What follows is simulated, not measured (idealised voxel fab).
process module | voxel local oxidation
cross-section cut | 285 nm wide | cells 5 nm
A cross-section is a grid of square cells, given in bands from the top down. A band is one or more rows of cells.
Each band's line starts with the height of the band's top and of its bottom, in nm. Then come its materials from left to right, each with its width in nm. One material with "throughout" fills the band from edge to edge. "air" is empty space.
Height 0 is the level under which the wafer as received is all one material. The lowest band goes on downwards, as in "0 down".
A width such as "30 to 40" changes by the same amount from each row of cells to the next, from the band's top row to its bottom row.
"no change" after a step means that no cell of the cross-section changed.
closed voids: empty space of 8 cells or more with no open way to the top, each as width x height at its distance from the left edge, in nm
after a step's settings: what the simulator itself notes on the step
overlay nm, on a step with a mask: how far to the right of its planned place the mask lay; to the left if negative
plan
1 op RECEIVE | material Si
2 op OXIDIZE | depth nm 5
3 op CONFORMAL_DEP | material SiN | thk nm 10
4 op DIRECTIONAL_DEP | material aC | thk nm 10
5 op PATTERN | tone cover | mask id ACTIVE | material resist | width nm 100 | thk nm 25 | overlay nm 0
6 op DIRECTIONAL_ETCH | etch materials aC | depth nm 10
7 op STRIP | etch materials resist
8 op DIRECTIONAL_ETCH | etch materials SiN | depth nm 10
9 op STRIP | etch materials aC
10 op SELECTIVE_ETCH | etch materials SiO2 | depth nm 5
11 op OXIDIZE | depth nm 10
12 op STRIP | etch materials SiN
first wafer, as planned
as received, after step 1
  0 down: Si throughout
  closed voids: none
after step 2
  0 to -5: SiO2 throughout
  below -5: unchanged
after step 3
  10 to 0: SiN throughout
  below 0: unchanged
after step 4
  20 to 10: aC throughout
  below 10: unchanged
after step 5
  45 to 20: air 90 | resist 100 | air 95
  below 20: unchanged
after step 6
  35 to 20: air 90 | resist 100 | air 95
  20 to 10: air 90 | aC 100 | air 95
  below 10: unchanged
after step 7
  20 to 10: air 90 | aC 100 | air 95
  below 10: unchanged
after step 8
  20 to 10: air 90 | aC 100 | air 95
  10 to 0: air 90 | SiN 100 | air 95
  below 0: unchanged
after step 9
  10 to 0: air 90 | SiN 100 | air 95
  below 0: unchanged
after step 10
  10 to 0: air 90 | SiN 100 | air 95
  0 to -5: air 95 | SiO2 90 | air 100
  below -5: unchanged
after step 11
  10 to 0: air 90 | SiN 100 | air 95
  0 to -5: air 95 | SiO2 90 | air 100
  -5 to -15: SiO2 105 | Si 70 | SiO2 110
  below -15: unchanged
after step 12
  0 to -5: air 95 | SiO2 90 | air 100
  below -5: unchanged
second wafer: like start, like plan, one mistake. Through step 8 it matches the first wafer
when step 9 should have ended
  10 to 0: air 90 | SiN 100 | air 95
  below 0: unchanged
when step 10 should have ended
  10 to 0: air 90 | SiN 100 | air 95
  0 to -5: air 95 | SiO2 90 | air 100
  below -5: unchanged
when step 11 should have ended
  10 to 0: air 90 | SiN 100 | air 95
  0 to -5: air 95 | SiO2 90 | air 100
  -5 to -15: SiO2 105 | Si 70 | SiO2 110
  below -15: unchanged
when step 12 should have ended
  0 to -5: air 95 | SiO2 90 | air 100
  below -5: unchanged
what went wrong: step 9 was run twice
at the end the two cross-sections are the same: no effect in what this model computes
